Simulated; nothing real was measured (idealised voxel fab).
process module | voxel transistor to metal
Displayed cross-section: cut, width of 150 nm, square cells sized 5 nm.
Format of a cross-section: grid, square cells. Given as bands. Order: top down. Band: one or more rows of cells.
Within each band entry, the heights of the top and of the bottom of the band appear first, in that order and in nm; the materials of the band then follow from left to right, each with its corresponding width in nm. The designation "full width" on a single material indicates that it fills the band from edge to edge; the designation "air" indicates empty space.
Below 0: as-received wafer, all one material; heights counted from there. Lowest band: no bottom, goes on down, written "0 and below".
Read "30..40" as a graded width: first number on top, second number at the bottom, same change between each pair of neighbouring rows.
It should be understood that the words "no modifications", when stated for a given step, signify that the cross-section underwent no change in any of its cells during that step.
"Closed-off voids" lists enclosed empty spaces (at least 8 cells, no open path upward to the top), each as width x height at distance from the left edge, in nm.
Past the settings on a step's line: simulator remark, on that step.
overlay nm: where the mask lay relative to plan, measured to the right, on steps with a mask; negatives go left.
### The following list gives the planned process steps
1,RECEIVE (material Si)
2,OXIDIZE (depth nm 5)
3,CONFORMAL_DEP (material SiN; thk nm 15)
4,DIRECTIONAL_DEP (material aC; thk nm 10)
5,PATTERN (tone cover; mask id ACTIVE; material resist; width nm 105; thk nm 25; overlay nm 0)
6,DIRECTIONAL_ETCH (etch materials aC; depth nm 10)
7,STRIP (etch materials resist)
8,DIRECTIONAL_ETCH (etch materials SiN; depth nm 15)
9,DIRECTIONAL_ETCH (etch materials SiO2; depth nm 5)
10,DIRECTIONAL_ETCH (etch materials Si; depth nm 30)
11,STRIP (etch materials aC)
12,FILL_DEP (material SiO2; thk nm 10)
13,CMP (height nm 15)
14,SELECTIVE_ETCH (etch materials SiO2; depth nm 15)
15,STRIP (etch materials SiN)
16,SELECTIVE_ETCH (etch materials SiO2; depth nm 5)
17,OXIDIZE (depth nm 5)
18,DIRECTIONAL_DEP (material polySi; thk nm 30)
19,DIRECTIONAL_DEP (material SiCN; thk nm 15)
20,DIRECTIONAL_DEP (material aC; thk nm 10)
21,PATTERN (tone cover; mask id GATE; material resist; width nm 25; thk nm 25; overlay nm 0)
22,DIRECTIONAL_ETCH (etch materials aC; depth nm 10)
23,STRIP (etch materials resist)
24,DIRECTIONAL_ETCH (etch materials SiCN; depth nm 25)
25,DIRECTIONAL_ETCH (etch materials polySi; depth nm 40)
26,STRIP (etch materials aC)
27,CONFORMAL_DEP (material SiN; thk nm 10)
28,DIRECTIONAL_ETCH (etch materials SiN; depth nm 10)
29,DIRECTIONAL_ETCH (etch materials SiO2; depth nm 5)
30,DIRECTIONAL_ETCH (etch materials Si; depth nm 10)
31,EPI (material pSi; thk nm 10)
32,FILL_DEP (material SiO2; thk nm 5)
33,CMP (height nm 25)
34,STRIP (etch materials polySi)
35,SELECTIVE_ETCH (etch materials SiO2; depth nm 5)
36,CONFORMAL_DEP (material HfO2; thk nm 5)
37,CONFORMAL_DEP (material TiN; thk nm 5)
38,FILL_DEP (material W; thk nm 5)
39,CMP (height nm 20)
40,DIRECTIONAL_DEP (material SiO2; thk nm 15)
41,MASKED_ETCH (tone open; mask id CONTACT; width nm 20; pitch nm 75; etch materials SiO2; depth nm 45; overlay nm 0)
42,CONFORMAL_DEP (material TiN; thk nm 5)
43,FILL_DEP (material W; thk nm 5)
44,CMP (height nm 35)
45,DIRECTIONAL_DEP (material TiN; thk nm 5)
46,DIRECTIONAL_DEP (material W; thk nm 20)
47,MASKED_ETCH (tone cover; mask id METAL_1; width nm 20; pitch nm 75; etch materials W; depth nm 20; overlay nm 0)
48,MASKED_ETCH (tone cover; mask id METAL_1; width nm 20; pitch nm 75; etch materials TiN; depth nm 5; overlay nm 0)
49,CONFORMAL_DEP (material SiCN; thk nm 5)
50,FILL_DEP (material SiO2; thk nm 5)
51,CMP (height nm 60)
52,CONFORMAL_DEP (material SiCN; thk nm 5)
### Shown in cross-section is the wafer as received, that is, as it stands after step 1
    0 and below | Si full width
    Closed-off voids: none
### Cross-sectional view of the first of the two wafers upon completion of the module, processed in accordance with the plan
    65 down to 60 | SiCN full width
    60 down to 40 | 20 SiO2, then 5 SiCN, then 20 W, then 5 SiCN, then 45 SiO2, then 5 SiCN, then 20 W, then 5 SiCN, then 25 SiO2
    40 down to 35 | 25 SiCN, then 20 TiN, then 55 SiCN, then 20 TiN, then 30 SiCN
    35 down to 20 | 25 SiO2, then 5 TiN, then 10 W, then 5 TiN, then 55 SiO2, then 5 TiN, then 10 W, then 5 TiN, then 30 SiO2
    20 down to 5 | 25 SiO2, then 5 TiN, then 10 W, then 5 TiN, then 5 SiO2, then 10 SiN, then 5 HfO2, then 5 TiN, then 5 W, then 5 TiN, then 5 HfO2, then 10 SiN, then 5 SiO2, then 5 TiN, then 10 W, then 5 TiN, then 30 SiO2
    5 down to 0 | 25 SiO2, then 5 TiN, then 5 W, then 10 TiN, then 5 SiO2, then 10 SiN, then 5 HfO2, then 5 TiN, then 5 W, then 5 TiN, then 5 HfO2, then 10 SiN, then 5 SiO2, then 10 TiN, then 5 W, then 5 TiN, then 30 SiO2
    0 down to -5 | 25 SiO2, then 5 TiN, then 5 W, then 5 TiN, then 10 pSi, then 10 SiN, then 5 HfO2, then 15 TiN, then 5 HfO2, then 10 SiN, then 10 pSi, then 5 TiN, then 5 W, then 5 TiN, then 30 SiO2
    -5 down to -10 | 25 SiO2, then 15 TiN, then 10 pSi, then 5 SiO2, then 35 HfO2, then 5 SiO2, then 10 pSi, then 15 TiN, then 30 SiO2
    -10 down to -20 | 20 SiO2, then 30 pSi, then 45 Si, then 30 pSi, then 25 SiO2
    -20 down to -35 | 20 SiO2, then 105 Si, then 25 SiO2
    -35 and below | Si full width
    Closed-off voids: none
### second wafer at the end: like start, like plan, one mistake
    65 down to 60 | SiCN full width
    60 down to 40 | 20 SiO2, then 5 SiCN, then 20 W, then 5 SiCN, then 45 SiO2, then 5 SiCN, then 20 W, then 5 SiCN, then 25 SiO2
    40 down to 35 | 25 SiCN, then 20 TiN, then 55 SiCN, then 20 TiN, then 30 SiCN
    35 down to 20 | 25 SiO2, then 5 TiN, then 10 W, then 5 TiN, then 55 SiO2, then 5 TiN, then 10 W, then 5 TiN, then 30 SiO2
    20 down to 5 | 25 SiO2, then 5 TiN, then 10 W, then 5 TiN, then 5 SiO2, then 10 SiN, then 5 HfO2, then 5 TiN, then 5 W, then 5 TiN, then 5 HfO2, then 10 SiN, then 5 SiO2, then 5 TiN, then 10 W, then 5 TiN, then 30 SiO2
    5 down to 0 | 25 SiO2, then 5 TiN, then 5 W, then 10 TiN, then 5 SiO2, then 10 SiN, then 5 HfO2, then 5 TiN, then 5 W, then 5 TiN, then 5 HfO2, then 10 SiN, then 5 SiO2, then 10 TiN, then 5 W, then 5 TiN, then 30 SiO2
    0 down to -5 | 25 SiO2, then 5 TiN, then 5 W, then 5 TiN, then 10 pSi, then 10 SiN, then 5 HfO2, then 15 TiN, then 5 HfO2, then 10 SiN, then 10 pSi, then 5 TiN, then 5 W, then 5 TiN, then 30 SiO2
    -5 down to -10 | 10 SiO2, then 10 SiN, then 5 SiO2, then 15 TiN, then 10 pSi, then 5 SiO2, then 35 HfO2, then 5 SiO2, then 10 pSi, then 15 TiN, then 5 SiO2, then 10 SiN, then 15 SiO2
    -10 down to -20 | 10 SiO2, then 10 SiN, then 5 SiO2, then 25 pSi, then 45 Si, then 25 pSi, then 5 SiO2, then 10 SiN, then 15 SiO2
    -20 down to -25 | 25 SiO2, then 95 Si, then 30 SiO2
    -25 down to -35 | 20 SiO2, then 105 Si, then 25 SiO2
    -35 and below | Si full width
    Closed-off voids: none
What was done differently from what was planned? step 14 was run twice
Bottom line after processing is that, in cells, the second wafer is up or down on some materials versus the first: Si: 2 fewer; SiN: 12 more; SiO2: 6 fewer; pSi: 4 fewer
